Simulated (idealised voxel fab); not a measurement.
Title: Process Module voxel capacitor over wiring
Displayed cross-section: cut, width of 235 nm, square cells sized 5 nm.
Cross-section spec: square-cell grid; bands listed top down; each band is one or more rows. The entry gives the band's vertical extent as a top height and a bottom height in nm, then its horizontal make-up as materials from left to right, each with a width in nm. "blank" stands for empty space; a single material marked "all across" fills the band edge to edge. A quick word on heights: they are counted from 0, and under that level the wafer as it came to us is one material throughout. The lowest band is different from the rest in having no bottom; it simply continues downward, written as in "0 nm and below". The expression "30 to 40" gives the width at the extremes of the band, the first number at its top row of cells and the second at its bottom row, with the width changing by equal amounts from each row to the next in between. Take "nothing got changed" at face value: in the step it is given for, the cross-section changed in none of its cells. So "closed voids" is basically the list of trapped voids: any empty space of 8 cells or more that can't reach the top through an opening. They're written width x height at distance, the distance being from the left edge, and it's all nm. Anything after a step's settings on that line? It's the simulator's own note about the step. overlay nm: mask right of planned place by this much (step with mask). Neg. = left.

## The steps planned for the process are as follows
- 1: op RECEIVE | material Si
- 2: op CONFORMAL_DEP | material SiO2 | thk nm 10
- 3: op DIRECTIONAL_DEP | material TiN | thk nm 5
- 4: op DIRECTIONAL_DEP | material Ru | thk nm 25
- 5: op DIRECTIONAL_DEP | material aC | thk nm 10
- 6: op PATTERN | tone cover | mask id METAL_1 | material resist | width nm 30 | pitch nm 90 | thk nm 25 | overlay nm 0
- 7: op DIRECTIONAL_ETCH | etch materials aC | depth nm 10
- 8: op STRIP | etch materials resist
- 9: op DIRECTIONAL_ETCH | etch materials Ru | depth nm 25
- 10: op DIRECTIONAL_ETCH | etch materials TiN | depth nm 5
- 11: op STRIP | etch materials aC
- 12: op CONFORMAL_DEP | material SiN | thk nm 5
- 13: op FILL_DEP | material SiO2 | thk nm 5
- 14: op CMP | height nm 40
- 15: op CONFORMAL_DEP | material SiCN | thk nm 5
- 16: op DIRECTIONAL_DEP | material lowk | thk nm 10
- 17: op DIRECTIONAL_DEP | material aC | thk nm 10
- 18: op PATTERN | tone open | mask id PLUG_1 | material resist | width nm 15 | thk nm 25 | overlay nm 0
- 19: op DIRECTIONAL_ETCH | etch materials aC | depth nm 10
- 20: op STRIP | etch materials resist
- 21: op DIRECTIONAL_ETCH | etch materials lowk | depth nm 10
- 22: op DIRECTIONAL_ETCH | etch materials SiCN | depth nm 5
- 23: op STRIP | etch materials aC
- 24: op EPI | material Ru | thk nm 10
- 25: op EPI | material Ru | thk nm 5
- 26: op DIRECTIONAL_DEP | material TiN | thk nm 10
- 27: op DIRECTIONAL_DEP | material Al2O3 | thk nm 5
- 28: op DIRECTIONAL_DEP | material TiN | thk nm 10
- 29: op PATTERN | tone cover | mask id UPPER_PLATE | material resist | width nm 65 | thk nm 20 | overlay nm 0
- 30: op DIRECTIONAL_ETCH | etch materials TiN | depth nm 10
- 31: op DIRECTIONAL_ETCH | etch materials Al2O3 | depth nm 5
- 32: op STRIP | etch materials resist
- 33: op DIRECTIONAL_DEP | material aC | thk nm 15
- 34: op PATTERN | tone cover | mask id LOWER_PLATE | material resist | width nm 75 | thk nm 35 | overlay nm 0
- 35: op DIRECTIONAL_ETCH | etch materials aC | depth nm 15
- 36: op STRIP | etch materials resist
- 37: op DIRECTIONAL_ETCH | etch materials TiN | depth nm 10
- 38: op STRIP | etch materials aC
- 39: op FILL_DEP | material SiO2 | thk nm 15
- 40: op CMP | height nm 90
- 41: op MASKED_ETCH | tone open | mask id PLUG_2 | width nm 15 | etch materials SiO2 | depth nm 10 | overlay nm 0
- 42: op CONFORMAL_DEP | material TiN | thk nm 5
- 43: op FILL_DEP | material W | thk nm 5
- 44: op CMP | height nm 90
- 45: op CONFORMAL_DEP | material SiCN | thk nm 5

## So, the first of our two wafers, run just as we planned it

## Cross-section of the wafer at receipt, which is the condition after step 1
    0 nm and below | Si all across
    closed voids: none

## The wafer in cross-section once step 2 is complete
    10 nm to 0 nm | SiO2 all across
    Whatever lies below 0 is exactly as it was before.

## The wafer in cross-section once step 3 is complete
    15 nm to 10 nm | TiN all across
    Whatever lies below 10 is exactly as it was before.

## The wafer in cross-section once step 4 is complete
    40 nm to 15 nm | Ru all across
    Whatever lies below 15 is exactly as it was before.

## The wafer in cross-section once step 5 is complete
    50 nm to 40 nm | aC all across
    Whatever lies below 40 is exactly as it was before.

## The wafer in cross-section once step 6 is complete
    75 nm to 50 nm | blank 55 nm, then resist 30 nm, then blank 60 nm, then resist 30 nm, then blank 60 nm
    Whatever lies below 50 is exactly as it was before.

## The wafer in cross-section once step 7 is complete
    65 nm to 50 nm | blank 55 nm, then resist 30 nm, then blank 60 nm, then resist 30 nm, then blank 60 nm
    50 nm to 40 nm | blank 55 nm, then aC 30 nm, then blank 60 nm, then aC 30 nm, then blank 60 nm
    Whatever lies below 40 is exactly as it was before.

## The wafer in cross-section once step 8 is complete
    50 nm to 40 nm | blank 55 nm, then aC 30 nm, then blank 60 nm, then aC 30 nm, then blank 60 nm
    Whatever lies below 40 is exactly as it was before.

## The wafer in cross-section once step 9 is complete
    50 nm to 40 nm | blank 55 nm, then aC 30 nm, then blank 60 nm, then aC 30 nm, then blank 60 nm
    40 nm to 15 nm | blank 55 nm, then Ru 30 nm, then blank 60 nm, then Ru 30 nm, then blank 60 nm
    Whatever lies below 15 is exactly as it was before.

## The wafer in cross-section once step 10 is complete
    50 nm to 40 nm | blank 55 nm, then aC 30 nm, then blank 60 nm, then aC 30 nm, then blank 60 nm
    40 nm to 15 nm | blank 55 nm, then Ru 30 nm, then blank 60 nm, then Ru 30 nm, then blank 60 nm
    15 nm to 10 nm | blank 55 nm, then TiN 30 nm, then blank 60 nm, then TiN 30 nm, then blank 60 nm
    Whatever lies below 10 is exactly as it was before.

## The wafer in cross-section once step 11 is complete
    40 nm to 15 nm | blank 55 nm, then Ru 30 nm, then blank 60 nm, then Ru 30 nm, then blank 60 nm
    Whatever lies below 15 is exactly as it was before.

## The wafer in cross-section once step 12 is complete
    45 nm to 40 nm | blank 50 nm, then SiN 40 nm, then blank 50 nm, then SiN 40 nm, then blank 55 nm
    40 nm to 15 nm | blank 50 nm, then SiN 5 nm, then Ru 30 nm, then SiN 5 nm, then blank 50 nm, then SiN 5 nm, then Ru 30 nm, then SiN 5 nm, then blank 55 nm
    15 nm to 10 nm | SiN 55 nm, then TiN 30 nm, then SiN 60 nm, then TiN 30 nm, then SiN 60 nm
    Whatever lies below 10 is exactly as it was before.

## The wafer in cross-section once step 13 is complete
    50 nm to 45 nm | SiO2 all across
    45 nm to 40 nm | SiO2 50 nm, then SiN 40 nm, then SiO2 50 nm, then SiN 40 nm, then SiO2 55 nm
    40 nm to 15 nm | SiO2 50 nm, then SiN 5 nm, then Ru 30 nm, then SiN 5 nm, then SiO2 50 nm, then SiN 5 nm, then Ru 30 nm, then SiN 5 nm, then SiO2 55 nm
    Whatever lies below 15 is exactly as it was before.

## The wafer in cross-section once step 14 is complete
    40 nm to 15 nm | SiO2 50 nm, then SiN 5 nm, then Ru 30 nm, then SiN 5 nm, then SiO2 50 nm, then SiN 5 nm, then Ru 30 nm, then SiN 5 nm, then SiO2 55 nm
    Whatever lies below 15 is exactly as it was before.

## The wafer in cross-section once step 15 is complete
    45 nm to 40 nm | SiCN all across
    Whatever lies below 40 is exactly as it was before.

## The wafer in cross-section once step 16 is complete
    55 nm to 45 nm | lowk all across
    Whatever lies below 45 is exactly as it was before.

## The wafer in cross-section once step 17 is complete
    65 nm to 55 nm | aC all across
    Whatever lies below 55 is exactly as it was before.

## The wafer in cross-section once step 18 is complete
    90 nm to 65 nm | resist 70 nm, then blank 15 nm, then resist 150 nm
    Whatever lies below 65 is exactly as it was before.

## The wafer in cross-section once step 19 is complete
    80 nm to 65 nm | resist 70 nm, then blank 15 nm, then resist 150 nm
    65 nm to 55 nm | aC 70 nm, then blank 15 nm, then aC 150 nm
    Whatever lies below 55 is exactly as it was before.

## The wafer in cross-section once step 20 is complete
    65 nm to 55 nm | aC 70 nm, then blank 15 nm, then aC 150 nm
    Whatever lies below 55 is exactly as it was before.

## The wafer in cross-section once step 21 is complete
    65 nm to 55 nm | aC 70 nm, then blank 15 nm, then aC 150 nm
    55 nm to 45 nm | lowk 70 nm, then blank 15 nm, then lowk 150 nm
    Whatever lies below 45 is exactly as it was before.

## The wafer in cross-section once step 22 is complete
    65 nm to 55 nm | aC 70 nm, then blank 15 nm, then aC 150 nm
    55 nm to 45 nm | lowk 70 nm, then blank 15 nm, then lowk 150 nm
    45 nm to 40 nm | SiCN 70 nm, then blank 15 nm, then SiCN 150 nm
    Whatever lies below 40 is exactly as it was before.

## The wafer in cross-section once step 23 is complete
    55 nm to 45 nm | lowk 70 nm, then blank 15 nm, then lowk 150 nm
    Whatever lies below 45 is exactly as it was before.

## The wafer in cross-section once step 24 is complete
    55 nm to 50 nm | lowk 70 nm, then blank 15 nm, then lowk 150 nm
    50 nm to 45 nm | lowk 70 nm, then Ru 15 nm, then lowk 150 nm
    45 nm to 40 nm | SiCN 70 nm, then Ru 15 nm, then SiCN 150 nm
    Whatever lies below 40 is exactly as it was before.

## The wafer in cross-section once step 25 is complete
    55 nm to 45 nm | lowk 70 nm, then Ru 15 nm, then lowk 150 nm
    Whatever lies below 45 is exactly as it was before.

## The wafer in cross-section once step 26 is complete
    65 nm to 55 nm | TiN all across
    Whatever lies below 55 is exactly as it was before.

## The wafer in cross-section once step 27 is complete
    70 nm to 65 nm | Al2O3 all across
    Whatever lies below 65 is exactly as it was before.

## The wafer in cross-section once step 28 is complete
    80 nm to 70 nm | TiN all across
    Whatever lies below 70 is exactly as it was before.

## The wafer in cross-section once step 29 is complete
    100 nm to 80 nm | blank 70 nm, then resist 65 nm, then blank 100 nm
    Whatever lies below 80 is exactly as it was before.

## The wafer in cross-section once step 30 is complete
    100 nm to 80 nm | blank 70 nm, then resist 65 nm, then blank 100 nm
    80 nm to 70 nm | blank 70 nm, then TiN 65 nm, then blank 100 nm
    Whatever lies below 70 is exactly as it was before.

## The wafer in cross-section once step 31 is complete
    100 nm to 80 nm | blank 70 nm, then resist 65 nm, then blank 100 nm
    80 nm to 70 nm | blank 70 nm, then TiN 65 nm, then blank 100 nm
    70 nm to 65 nm | blank 70 nm, then Al2O3 65 nm, then blank 100 nm
    Whatever lies below 65 is exactly as it was before.

## The wafer in cross-section once step 32 is complete
    80 nm to 70 nm | blank 70 nm, then TiN 65 nm, then blank 100 nm
    Whatever lies below 70 is exactly as it was before.

## The wafer in cross-section once step 33 is complete
    95 nm to 80 nm | blank 70 nm, then aC 65 nm, then blank 100 nm
    80 nm to 70 nm | aC 70 nm, then TiN 65 nm, then aC 100 nm
    70 nm to 65 nm | aC 70 nm, then Al2O3 65 nm, then aC 100 nm
    Whatever lies below 65 is exactly as it was before.

## The wafer in cross-section once step 34 is complete
    130 nm to 95 nm | blank 65 nm, then resist 75 nm, then blank 95 nm
    95 nm to 80 nm | blank 65 nm, then resist 5 nm, then aC 65 nm, then resist 5 nm, then blank 95 nm
    Whatever lies below 80 is exactly as it was before.

## The wafer in cross-section once step 35 is complete
    115 nm to 95 nm | blank 65 nm, then resist 75 nm, then blank 95 nm
    95 nm to 80 nm | blank 65 nm, then resist 5 nm, then aC 65 nm, then resist 5 nm, then blank 95 nm
    80 nm to 70 nm | blank 65 nm, then aC 5 nm, then TiN 65 nm, then aC 5 nm, then blank 95 nm
    70 nm to 65 nm | blank 65 nm, then aC 5 nm, then Al2O3 65 nm, then aC 5 nm, then blank 95 nm
    Whatever lies below 65 is exactly as it was before.

## The wafer in cross-section once step 36 is complete
    95 nm to 80 nm | blank 70 nm, then aC 65 nm, then blank 100 nm
    Whatever lies below 80 is exactly as it was before.

## The wafer in cross-section once step 37 is complete
    95 nm to 80 nm | blank 70 nm, then aC 65 nm, then blank 100 nm
    80 nm to 70 nm | blank 65 nm, then aC 5 nm, then TiN 65 nm, then aC 5 nm, then blank 95 nm
    70 nm to 65 nm | blank 65 nm, then aC 5 nm, then Al2O3 65 nm, then aC 5 nm, then blank 95 nm
    65 nm to 55 nm | blank 65 nm, then TiN 75 nm, then blank 95 nm
    Whatever lies below 55 is exactly as it was before.

## The wafer in cross-section once step 38 is complete
    80 nm to 70 nm | blank 70 nm, then TiN 65 nm, then blank 100 nm
    70 nm to 65 nm | blank 70 nm, then Al2O3 65 nm, then blank 100 nm
    Whatever lies below 65 is exactly as it was before.

## The wafer in cross-section once step 39 is complete
    95 nm to 80 nm | SiO2 all across
    80 nm to 70 nm | SiO2 70 nm, then TiN 65 nm, then SiO2 100 nm
    70 nm to 65 nm | SiO2 70 nm, then Al2O3 65 nm, then SiO2 100 nm
    65 nm to 55 nm | SiO2 65 nm, then TiN 75 nm, then SiO2 95 nm
    Whatever lies below 55 is exactly as it was before.

## The wafer in cross-section once step 40 is complete
    90 nm to 80 nm | SiO2 all across
    Whatever lies below 80 is exactly as it was before.

## The wafer in cross-section once step 41 is complete
    90 nm to 80 nm | SiO2 80 nm, then blank 15 nm, then SiO2 140 nm
    Whatever lies below 80 is exactly as it was before.

## The wafer in cross-section once step 42 is complete
    95 nm to 90 nm | TiN 85 nm, then blank 5 nm, then TiN 145 nm
    90 nm to 85 nm | SiO2 80 nm, then TiN 5 nm, then blank 5 nm, then TiN 5 nm, then SiO2 140 nm
    85 nm to 80 nm | SiO2 80 nm, then TiN 15 nm, then SiO2 140 nm
    Whatever lies below 80 is exactly as it was before.

## The wafer in cross-section once step 43 is complete
    100 nm to 95 nm | W all across
    95 nm to 90 nm | TiN 85 nm, then W 5 nm, then TiN 145 nm
    90 nm to 85 nm | SiO2 80 nm, then TiN 5 nm, then W 5 nm, then TiN 5 nm, then SiO2 140 nm
    Whatever lies below 85 is exactly as it was before.

## The wafer in cross-section once step 44 is complete
    90 nm to 85 nm | SiO2 80 nm, then TiN 5 nm, then W 5 nm, then TiN 5 nm, then SiO2 140 nm
    Whatever lies below 85 is exactly as it was before.

## The wafer in cross-section once step 45 is complete
    95 nm to 90 nm | SiCN all across
    Whatever lies below 90 is exactly as it was before.

## The remaining wafer, second of the two, started like the first and was run to the same plan, except that one mistake was made along the way; the two coincide through step 14, inclusive

## Look at the second wafer in cross-section at the time step 15 ought to have finished
    50 nm to 40 nm | lowk all across
    Whatever lies below 40 is exactly as it was before.

## Look at the second wafer in cross-section at the time step 16 ought to have finished
    55 nm to 50 nm | SiCN all across
    Whatever lies below 50 is exactly as it was before.

## Look at the second wafer in cross-section at the time step 17 ought to have finished
    65 nm to 55 nm | aC all across
    Whatever lies below 55 is exactly as it was before.

## Look at the second wafer in cross-section at the time step 18 ought to have finished
    90 nm to 65 nm | resist 70 nm, then blank 15 nm, then resist 150 nm
    Whatever lies below 65 is exactly as it was before.

## Look at the second wafer in cross-section at the time step 19 ought to have finished
    80 nm to 65 nm | resist 70 nm, then blank 15 nm, then resist 150 nm
    65 nm to 55 nm | aC 70 nm, then blank 15 nm, then aC 150 nm
    Whatever lies below 55 is exactly as it was before.

## Look at the second wafer in cross-section at the time step 20 ought to have finished
    65 nm to 55 nm | aC 70 nm, then blank 15 nm, then aC 150 nm
    Whatever lies below 55 is exactly as it was before.

Look at the second wafer in cross-section at the time step 21 ought to have finished: nothing got changed

## Look at the second wafer in cross-section at the time step 22 ought to have finished
    65 nm to 55 nm | aC 70 nm, then blank 15 nm, then aC 150 nm
    55 nm to 50 nm | SiCN 70 nm, then blank 15 nm, then SiCN 150 nm
    Whatever lies below 50 is exactly as it was before.

## Look at the second wafer in cross-section at the time step 23 ought to have finished
    55 nm to 50 nm | SiCN 70 nm, then blank 15 nm, then SiCN 150 nm
    Whatever lies below 50 is exactly as it was before.

Look at the second wafer in cross-section at the time step 24 ought to have finished: nothing got changed

Look at the second wafer in cross-section at the time step 25 ought to have finished: nothing got changed

## Look at the second wafer in cross-section at the time step 26 ought to have finished
    65 nm to 60 nm | TiN 70 nm, then blank 15 nm, then TiN 150 nm
    60 nm to 55 nm | TiN all across
    55 nm to 50 nm | SiCN 70 nm, then TiN 15 nm, then SiCN 150 nm
    Whatever lies below 50 is exactly as it was before.

## Look at the second wafer in cross-section at the time step 27 ought to have finished
    70 nm to 65 nm | Al2O3 70 nm, then blank 15 nm, then Al2O3 150 nm
    65 nm to 60 nm | TiN 70 nm, then Al2O3 15 nm, then TiN 150 nm
    Whatever lies below 60 is exactly as it was before.

## Look at the second wafer in cross-section at the time step 28 ought to have finished
    80 nm to 75 nm | TiN 70 nm, then blank 15 nm, then TiN 150 nm
    75 nm to 70 nm | TiN all across
    70 nm to 65 nm | Al2O3 70 nm, then TiN 15 nm, then Al2O3 150 nm
    Whatever lies below 65 is exactly as it was before.

## Look at the second wafer in cross-section at the time step 29 ought to have finished
    100 nm to 80 nm | blank 70 nm, then resist 65 nm, then blank 100 nm
    80 nm to 75 nm | TiN 70 nm, then resist 15 nm, then TiN 150 nm
    Whatever lies below 75 is exactly as it was before.

## Look at the second wafer in cross-section at the time step 30 ought to have finished
    100 nm to 80 nm | blank 70 nm, then resist 65 nm, then blank 100 nm
    80 nm to 75 nm | blank 70 nm, then resist 15 nm, then TiN 50 nm, then blank 100 nm
    75 nm to 70 nm | blank 70 nm, then TiN 65 nm, then blank 100 nm
    Whatever lies below 70 is exactly as it was before.

## Look at the second wafer in cross-section at the time step 31 ought to have finished
    100 nm to 80 nm | blank 70 nm, then resist 65 nm, then blank 100 nm
    80 nm to 75 nm | blank 70 nm, then resist 15 nm, then TiN 50 nm, then blank 100 nm
    75 nm to 70 nm | blank 70 nm, then TiN 65 nm, then blank 100 nm
    70 nm to 65 nm | blank 70 nm, then TiN 15 nm, then Al2O3 50 nm, then blank 100 nm
    Whatever lies below 65 is exactly as it was before.

## Look at the second wafer in cross-section at the time step 32 ought to have finished
    80 nm to 70 nm | blank 85 to 70 nm, then TiN 50 to 65 nm, then blank 100 nm
    Whatever lies below 70 is exactly as it was before.

## Look at the second wafer in cross-section at the time step 33 ought to have finished
    95 nm to 90 nm | blank 85 nm, then aC 50 nm, then blank 100 nm
    90 nm to 80 nm | blank 70 nm, then aC 65 nm, then blank 100 nm
    80 nm to 70 nm | aC 85 to 70 nm, then TiN 50 to 65 nm, then aC 100 nm
    70 nm to 65 nm | aC 70 nm, then TiN 15 nm, then Al2O3 50 nm, then aC 100 nm
    Whatever lies below 65 is exactly as it was before.

## Look at the second wafer in cross-section at the time step 34 ought to have finished
    130 nm to 95 nm | blank 65 nm, then resist 75 nm, then blank 95 nm
    95 nm to 90 nm | blank 65 nm, then resist 20 nm, then aC 50 nm, then resist 5 nm, then blank 95 nm
    90 nm to 80 nm | blank 65 nm, then resist 5 nm, then aC 65 nm, then resist 5 nm, then blank 95 nm
    Whatever lies below 80 is exactly as it was before.

## Look at the second wafer in cross-section at the time step 35 ought to have finished
    115 nm to 95 nm | blank 65 nm, then resist 75 nm, then blank 95 nm
    95 nm to 90 nm | blank 65 nm, then resist 20 nm, then aC 50 nm, then resist 5 nm, then blank 95 nm
    90 nm to 80 nm | blank 65 nm, then resist 5 nm, then aC 65 nm, then resist 5 nm, then blank 95 nm
    80 nm to 70 nm | blank 65 nm, then aC 20 to 5 nm, then TiN 50 to 65 nm, then aC 5 nm, then blank 95 nm
    70 nm to 65 nm | blank 65 nm, then aC 5 nm, then TiN 15 nm, then Al2O3 50 nm, then aC 5 nm, then blank 95 nm
    Whatever lies below 65 is exactly as it was before.

## Look at the second wafer in cross-section at the time step 36 ought to have finished
    95 nm to 90 nm | blank 85 nm, then aC 50 nm, then blank 100 nm
    90 nm to 80 nm | blank 70 nm, then aC 65 nm, then blank 100 nm
    Whatever lies below 80 is exactly as it was before.

## Look at the second wafer in cross-section at the time step 37 ought to have finished
    95 nm to 90 nm | blank 85 nm, then aC 50 nm, then blank 100 nm
    90 nm to 80 nm | blank 70 nm, then aC 65 nm, then blank 100 nm
    80 nm to 70 nm | blank 65 nm, then aC 20 to 5 nm, then TiN 50 to 65 nm, then aC 5 nm, then blank 95 nm
    70 nm to 65 nm | blank 65 nm, then aC 5 nm, then TiN 15 nm, then Al2O3 50 nm, then aC 5 nm, then blank 95 nm
    65 nm to 60 nm | blank 65 nm, then TiN 5 nm, then Al2O3 15 nm, then TiN 55 nm, then blank 95 nm
    60 nm to 55 nm | blank 65 nm, then TiN 75 nm, then blank 95 nm
    Whatever lies below 55 is exactly as it was before.

## Look at the second wafer in cross-section at the time step 38 ought to have finished
    80 nm to 70 nm | blank 85 to 70 nm, then TiN 50 to 65 nm, then blank 100 nm
    70 nm to 65 nm | blank 70 nm, then TiN 15 nm, then Al2O3 50 nm, then blank 100 nm
    Whatever lies below 65 is exactly as it was before.

## Look at the second wafer in cross-section at the time step 39 ought to have finished
    95 nm to 80 nm | SiO2 all across
    80 nm to 70 nm | SiO2 85 to 70 nm, then TiN 50 to 65 nm, then SiO2 100 nm
    70 nm to 65 nm | SiO2 70 nm, then TiN 15 nm, then Al2O3 50 nm, then SiO2 100 nm
    65 nm to 60 nm | SiO2 65 nm, then TiN 5 nm, then Al2O3 15 nm, then TiN 55 nm, then SiO2 95 nm
    60 nm to 55 nm | SiO2 65 nm, then TiN 75 nm, then SiO2 95 nm
    Whatever lies below 55 is exactly as it was before.

## Look at the second wafer in cross-section at the time step 40 ought to have finished
    90 nm to 80 nm | SiO2 all across
    Whatever lies below 80 is exactly as it was before.

## Look at the second wafer in cross-section at the time step 41 ought to have finished
    90 nm to 80 nm | SiO2 80 nm, then blank 15 nm, then SiO2 140 nm
    Whatever lies below 80 is exactly as it was before.

## Look at the second wafer in cross-section at the time step 42 ought to have finished
    95 nm to 90 nm | TiN 85 nm, then blank 5 nm, then TiN 145 nm
    90 nm to 85 nm | SiO2 80 nm, then TiN 5 nm, then blank 5 nm, then TiN 5 nm, then SiO2 140 nm
    85 nm to 75 nm | SiO2 80 to 85 nm, then TiN 15 to 50 nm, then SiO2 140 to 100 nm
    Whatever lies below 75 is exactly as it was before.

## Look at the second wafer in cross-section at the time step 43 ought to have finished
    100 nm to 95 nm | W all across
    95 nm to 90 nm | TiN 85 nm, then W 5 nm, then TiN 145 nm
    90 nm to 85 nm | SiO2 80 nm, then TiN 5 nm, then W 5 nm, then TiN 5 nm, then SiO2 140 nm
    Whatever lies below 85 is exactly as it was before.

## Look at the second wafer in cross-section at the time step 44 ought to have finished
    90 nm to 85 nm | SiO2 80 nm, then TiN 5 nm, then W 5 nm, then TiN 5 nm, then SiO2 140 nm
    Whatever lies below 85 is exactly as it was before.

## Look at the second wafer in cross-section at the time step 45 ought to have finished
    95 nm to 90 nm | SiCN all across
    Whatever lies below 90 is exactly as it was before.
The mistake made against the process plan was this: it was found that steps 15 and 16 of the process plan had been performed in exchanged positions
End of process, cell counts, second wafer against first, materials with more or fewer: -9 Ru | +3 SiO2 | +6 lowk
